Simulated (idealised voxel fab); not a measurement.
Presented below is a process module, voxel gate over fins.
Cross-section cut spans 235 nm and uses square cells 5 nm in size.
Format of a cross-section: grid, square cells. Given as bands. Order: top down. Band: one or more rows of cells.
Each band's line starts with the height of the band's top and of its bottom, in nm. Then come its materials from left to right, each with its width in nm. One material with "throughout" fills the band from edge to edge. "blank" is empty space.
Heights from 0 (as-received wafer is one material below). Bottom band endless downward, as "0 down".
So if you see something like "30 to 40" for the width, read it as the top row of the band sitting at the first number and the bottom row at the second, with every row in between moving by the same amount as the last.
Basically "same as before" means that step didn't change any cell in the cross-section.
This entry, "Enclosed cavities", enumerates those empty regions of no fewer than 8 cells that possess no open connection to the top. Each region is reported in the form width x height at distance, the distance being taken from the left edge, with all three quantities expressed in nm.
Step line, after settings: the simulator's comment on this step.
For masked steps, "overlay nm" on the step line gives how far right of plan the mask actually lay; a minus sign means it lay to the left.
-- Process steps - plan
1. RECEIVE [material Si]
2. CONFORMAL_DEP [material SiN] [thk nm 10]
3. PATTERN [tone cover] [mask id FINS] [material resist] [width nm 15] [pitch nm 45] [thk nm 20] [overlay nm 0]
4. DIRECTIONAL_ETCH [etch materials SiN] [depth nm 10]
5. DIRECTIONAL_ETCH [etch materials Si] [depth nm 40]
6. STRIP [etch materials resist]
7. FILL_DEP [material SiO2] [thk nm 5]
8. CMP [height nm 10]
9. SELECTIVE_ETCH [etch materials SiO2] [depth nm 25]
10. STRIP [etch materials SiN]
11. CONFORMAL_DEP [material HfO2] [thk nm 5]
12. CONFORMAL_DEP [material TiN] [thk nm 5]
13. CONFORMAL_DEP [material TiAl] [thk nm 5]
14. CONFORMAL_DEP [material TiN] [thk nm 5]
15. FILL_DEP [material W] [thk nm 15]
16. CMP [height nm 30]
17. CONFORMAL_DEP [material SiN] [thk nm 5]
-- Cross-section, incoming material, after step 1
    0 down  Si throughout
    Enclosed cavities: none
-- End-of-module cross-section of the first of two wafers, processed as planned
    35 to 30  SiN throughout
    30 to 20  W throughout
    20 to 15  65 W / 100 TiN / 70 W
    15 to 10  65 W / 5 TiN / 90 TiAl / 5 TiN / 70 W
    10 to 5  65 W / 5 TiN / 5 TiAl / 35 TiN / 10 TiAl / 35 TiN / 5 TiAl / 5 TiN / 70 W
    5 to 0  70 TiN / 5 TiAl / 5 TiN / 25 HfO2 / 5 TiN / 10 TiAl / 5 TiN / 25 HfO2 / 5 TiN / 5 TiAl / 75 TiN
    0 to -5  75 TiAl / 5 TiN / 5 HfO2 / 15 Si / 5 HfO2 / 5 TiN / 10 TiAl / 5 TiN / 5 HfO2 / 15 Si / 5 HfO2 / 5 TiN / 80 TiAl
    -5 to -10  80 TiN / 5 HfO2 / 15 Si / 5 HfO2 / 20 TiN / 5 HfO2 / 15 Si / 5 HfO2 / 85 TiN
    -10 to -15  85 HfO2 / 15 Si / 30 HfO2 / 15 Si / 90 HfO2
    -15 to -40  85 SiO2 / 15 Si / 30 SiO2 / 15 Si / 90 SiO2
    -40 down  Si throughout
    Enclosed cavities: none
-- So this is wafer number two of the two, cut at the end of the module - it started where the first did and had the same plan, we just got one thing wrong running it
    45 to 30  SiN throughout
    30 to 20  W throughout
    20 to 15  65 W / 100 TiN / 70 W
    15 to 10  65 W / 5 TiN / 90 TiAl / 5 TiN / 70 W
    10 to 5  65 W / 5 TiN / 5 TiAl / 35 TiN / 10 TiAl / 35 TiN / 5 TiAl / 5 TiN / 70 W
    5 to 0  70 TiN / 5 TiAl / 5 TiN / 25 HfO2 / 5 TiN / 10 TiAl / 5 TiN / 25 HfO2 / 5 TiN / 5 TiAl / 75 TiN
    0 to -5  75 TiAl / 5 TiN / 5 HfO2 / 15 Si / 5 HfO2 / 5 TiN / 10 TiAl / 5 TiN / 5 HfO2 / 15 Si / 5 HfO2 / 5 TiN / 80 TiAl
    -5 to -10  80 TiN / 5 HfO2 / 15 Si / 5 HfO2 / 20 TiN / 5 HfO2 / 15 Si / 5 HfO2 / 85 TiN
    -10 to -15  85 HfO2 / 15 Si / 30 HfO2 / 15 Si / 90 HfO2
    -15 to -40  85 SiO2 / 15 Si / 30 SiO2 / 15 Si / 90 SiO2
    -40 down  Si throughout
    Enclosed cavities: none
The plan and the run diverged here: planned and actual differ for step 17; actual: CONFORMAL_DEP [material SiN] [thk nm 15]
Upon completion, the second wafer contains, in terms of cells, a greater or smaller amount of certain materials than the first wafer: SiN: 94 more
